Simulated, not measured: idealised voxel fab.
Herein follows the process module entitled voxel transistor to metal.
Cross-sectional view cut (width: 150 nm; square cell size: 5 nm).
Notation: cross-section as square-cell grid; stated in bands, top first, going down; one or more cell rows per band.
Heights first: top, then bottom, in nm. Then materials, left to right, each with a width in nm. "everywhere" on a single material: fills the band edge to edge. "blank": empty space.
Heights are reckoned from 0. Under this level, the received wafer is all of one material. The bottommost band is open-ended downward, for example "from 0 down".
Per-row width for "30..40": begins at first number (top row of band), ends at second number (bottom row), increment between rows held constant.
"no change occurred" (step): cross-section cells unchanged, all of them.
Empty spaces without an open route to the top, at least 8 cells in extent, make up the entry "Sealed voids"; each is given as width x height at distance, where the distance is measured from the left edge, and all are in nm.
Whatever follows a step's settings on its line is a remark the simulator itself makes about that step.
The optional step-line setting "overlay nm" applies to steps with a mask and quantifies how far to the right of its planned location the mask lay, a negative value indicating leftward placement.

THE FOLLOWING LIST GIVES THE PLANNED PROCESS STEPS
1) RECEIVE, material Si
2) CONFORMAL_DEP, material SiO2, thk nm 5
3) CONFORMAL_DEP, material SiN, thk nm 10
4) PATTERN, tone cover, mask id ACTIVE, material resist, width nm 85, thk nm 15, overlay nm 0
5) DIRECTIONAL_ETCH, etch materials SiN, depth nm 10
6) DIRECTIONAL_ETCH, etch materials SiO2, depth nm 5
7) DIRECTIONAL_ETCH, etch materials Si, depth nm 25
8) STRIP, etch materials resist
9) OXIDIZE, depth nm 5
10) FILL_DEP, material SiO2, thk nm 10
11) CMP, height nm 15
12) SELECTIVE_ETCH, etch materials SiO2, depth nm 5
13) STRIP, etch materials SiN
14) SELECTIVE_ETCH, etch materials SiO2, depth nm 5
15) OXIDIZE, depth nm 5
16) DIRECTIONAL_DEP, material polySi, thk nm 30
17) DIRECTIONAL_DEP, material SiCN, thk nm 10
18) MASKED_ETCH, tone cover, mask id GATE, width nm 15, etch materials SiCN, depth nm 20, overlay nm 0
19) MASKED_ETCH, tone cover, mask id GATE, width nm 15, etch materials polySi, depth nm 40, overlay nm 0
20) CONFORMAL_DEP, material SiN, thk nm 10
21) DIRECTIONAL_ETCH, etch materials SiN, depth nm 10
22) DIRECTIONAL_ETCH, etch materials SiO2, depth nm 5
23) DIRECTIONAL_ETCH, etch materials Si, depth nm 10
24) EPI, material pSi, thk nm 10
25) FILL_DEP, material SiO2, thk nm 5
26) CMP, height nm 40
27) DIRECTIONAL_DEP, material SiO2, thk nm 15
28) MASKED_ETCH, tone open, mask id CONTACT, width nm 20, pitch nm 65, etch materials SiO2, depth nm 60, overlay nm 0
29) CONFORMAL_DEP, material TiN, thk nm 5
30) FILL_DEP, material Ru, thk nm 5
31) CMP, height nm 55
32) CONFORMAL_DEP, material SiCN, thk nm 5
33) DIRECTIONAL_DEP, material SiO2, thk nm 20
34) PATTERN, tone open, mask id METAL_1, material resist, width nm 20, pitch nm 65, thk nm 15, overlay nm 0
35) DIRECTIONAL_ETCH, etch materials SiO2, depth nm 20
36) DIRECTIONAL_ETCH, etch materials SiCN, depth nm 5
37) STRIP, etch materials resist
38) CONFORMAL_DEP, material TiN, thk nm 5
39) FILL_DEP, material Cu, thk nm 5
40) CMP, height nm 80
41) CONFORMAL_DEP, material SiN, thk nm 5
For this document, wafers share an identical start and vary in the step 4 width nm; the plan quotes the first wafer's value.

FIRST OF SEVERAL WAFERS, RECEIVED AFTER STEP 1, IN CROSS-SECTION
> from 0 down = Si everywhere
> Sealed voids: none

ROW PER WAFER, END-OF-MODULE: CELL GAIN (+)/LOSS (-) BY MATERIAL SINCE THE WAFER CAME IN, THEN CLOSED VOIDS
width nm 85 | +16 Cu | +36 Ru | -121 Si | +28 SiCN | +66 SiN | +367 SiO2 | +76 TiN | +24 pSi | +18 polySi | Sealed voids: none
width nm 90 | +16 Cu | +38 Ru | -118 Si | +28 SiCN | +66 SiN | +360 SiO2 | +76 TiN | +26 pSi | +18 polySi | Sealed voids: none
width nm 95 | +16 Cu | +40 Ru | -115 Si | +28 SiCN | +66 SiN | +353 SiO2 | +76 TiN | +28 pSi | +18 polySi | Sealed voids: none
width nm 100 | +16 Cu | +40 Ru | -112 Si | +28 SiCN | +66 SiN | +348 SiO2 | +76 TiN | +30 pSi | +18 polySi | Sealed voids: none
width nm 105 | +16 Cu | +40 Ru | -109 Si | +28 SiCN | +66 SiN | +343 SiO2 | +76 TiN | +32 pSi | +18 polySi | Sealed voids: none
width nm 110 | +16 Cu | +40 Ru | -106 Si | +28 SiCN | +66 SiN | +338 SiO2 | +76 TiN | +34 pSi | +18 polySi | Sealed voids: none
